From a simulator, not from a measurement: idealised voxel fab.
The name of this process module is voxel capacitor over wiring.
Section cut is 255 nm wide and gridded with 5 nm square cells.
Cross-sections here: square-cell grids, written as top-down lists of bands, a band being one or more rows of cells.
Read a band's entry like this: the first values are the height of its top and the height of its bottom in nm, and what follows is the sequence of materials from left to right, each with its width in nm. Note that "blank" is empty space, and that a single material marked "full width" reaches across the band from edge to edge.
Height datum 0, below which the as-received substrate wafer is one material. Lowest band open at the bottom, running downward: "0..down".
Think of "30..40" as a width that walks from the first number to the second as you go down the band, top row to bottom row, taking equal-sized steps from row to row.
A step reported as "remains unaltered" is a step in which no cell of the cross-section changed.
In the "Enclosed void inventory" entry, you get each enclosed empty space of 8 cells or more, one with no open way to the top, written width x height at distance, distance from the left edge, in nm.
Step line, after settings: the simulator's comment on this step.
The setting "overlay nm" may be written on the line of a step. When the step uses a mask, the value reports how far to the right of the planned place the mask lay, and a negative value reports that it lay to the left.
The following list gives the planned process steps:
step 1: RECEIVE: material Si
step 2: CONFORMAL_DEP: material SiO2, thk nm 10
step 3: CONFORMAL_DEP: material SiCN, thk nm 5
step 4: DIRECTIONAL_DEP: material SiO2, thk nm 20
step 5: PATTERN: tone open, mask id METAL_1, material resist, width nm 30, pitch nm 95, thk nm 20, overlay nm 0
step 6: DIRECTIONAL_ETCH: etch materials SiO2, depth nm 20
step 7: DIRECTIONAL_ETCH: etch materials SiCN, depth nm 5
step 8: STRIP: etch materials resist
step 9: CONFORMAL_DEP: material TiN, thk nm 5
step 10: FILL_DEP: material Ru, thk nm 5
step 11: CMP: height nm 35
step 12: CONFORMAL_DEP: material SiCN, thk nm 5
step 13: DIRECTIONAL_DEP: material SiO2, thk nm 15
step 14: PATTERN: tone open, mask id PLUG_1, material resist, width nm 15, thk nm 20, overlay nm 0
step 15: DIRECTIONAL_ETCH: etch materials SiO2, depth nm 15
step 16: DIRECTIONAL_ETCH: etch materials SiCN, depth nm 5
step 17: STRIP: etch materials resist
step 18: EPI: material Ru, thk nm 10
step 19: EPI: material Ru, thk nm 10
step 20: DIRECTIONAL_DEP: material TiN, thk nm 10
step 21: DIRECTIONAL_DEP: material HfO2, thk nm 5
step 22: DIRECTIONAL_DEP: material TiN, thk nm 10
step 23: MASKED_ETCH: tone cover, mask id UPPER_PLATE, width nm 70, etch materials TiN, depth nm 10, overlay nm 0
step 24: MASKED_ETCH: tone cover, mask id UPPER_PLATE, width nm 70, etch materials HfO2, depth nm 5, overlay nm 0
step 25: DIRECTIONAL_DEP: material aC, thk nm 15
step 26: PATTERN: tone cover, mask id LOWER_PLATE, material resist, width nm 80, thk nm 35, overlay nm 0
step 27: DIRECTIONAL_ETCH: etch materials aC, depth nm 15
step 28: STRIP: etch materials resist
step 29: DIRECTIONAL_ETCH: etch materials TiN, depth nm 10
step 30: STRIP: etch materials aC
step 31: FILL_DEP: material SiO2, thk nm 15
step 32: CMP: height nm 90
step 33: DIRECTIONAL_DEP: material aC, thk nm 15
step 34: PATTERN: tone open, mask id PLUG_2, material resist, width nm 15, thk nm 30, overlay nm 0
step 35: DIRECTIONAL_ETCH: etch materials aC, depth nm 15
step 36: STRIP: etch materials resist
step 37: DIRECTIONAL_ETCH: etch materials SiO2, depth nm 10
step 38: STRIP: etch materials aC
step 39: CONFORMAL_DEP: material TiN, thk nm 5
step 40: FILL_DEP: material W, thk nm 10
step 41: CMP: height nm 90
step 42: CONFORMAL_DEP: material SiN, thk nm 5
Received-state cross-section, reflecting completion of step 1:
* 0..down = Si full width
* Enclosed void inventory: none
The module was run from the start shown above using the plan shown above, but one mistake was made doing it; the resulting wafer cross-section is below:
* 95..90 = SiN full width
* 90..85 = SiO2 (90); TiN (5); W (5); TiN (5); SiO2 (150)
* 85..80 = SiO2 (90); TiN (15); SiO2 (150)
* 80..70 = SiO2 (80); TiN (70); SiO2 (105)
* 70..65 = SiO2 (80); HfO2 (70); SiO2 (105)
* 65..55 = SiO2 (75); TiN (80); SiO2 (100)
* 55..40 = SiO2 (80); Ru (15); SiO2 (160)
* 40..35 = SiCN (80); Ru (15); SiCN (160)
* 35..15 = SiO2 (60); TiN (5); Ru (20); TiN (5); SiO2 (65); TiN (5); Ru (20); TiN (5); SiO2 (70)
* 15..10 = SiCN (60); TiN (30); SiCN (65); TiN (30); SiCN (70)
* 10..0 = SiO2 full width
* 0..down = Si full width
* Enclosed void inventory: none
Short version of what went wrong: off-plan run, step 5, actual operation and settings PATTERN: tone open, mask id METAL_1, material resist, width nm 30, pitch nm 95, thk nm 20, overlay nm -5
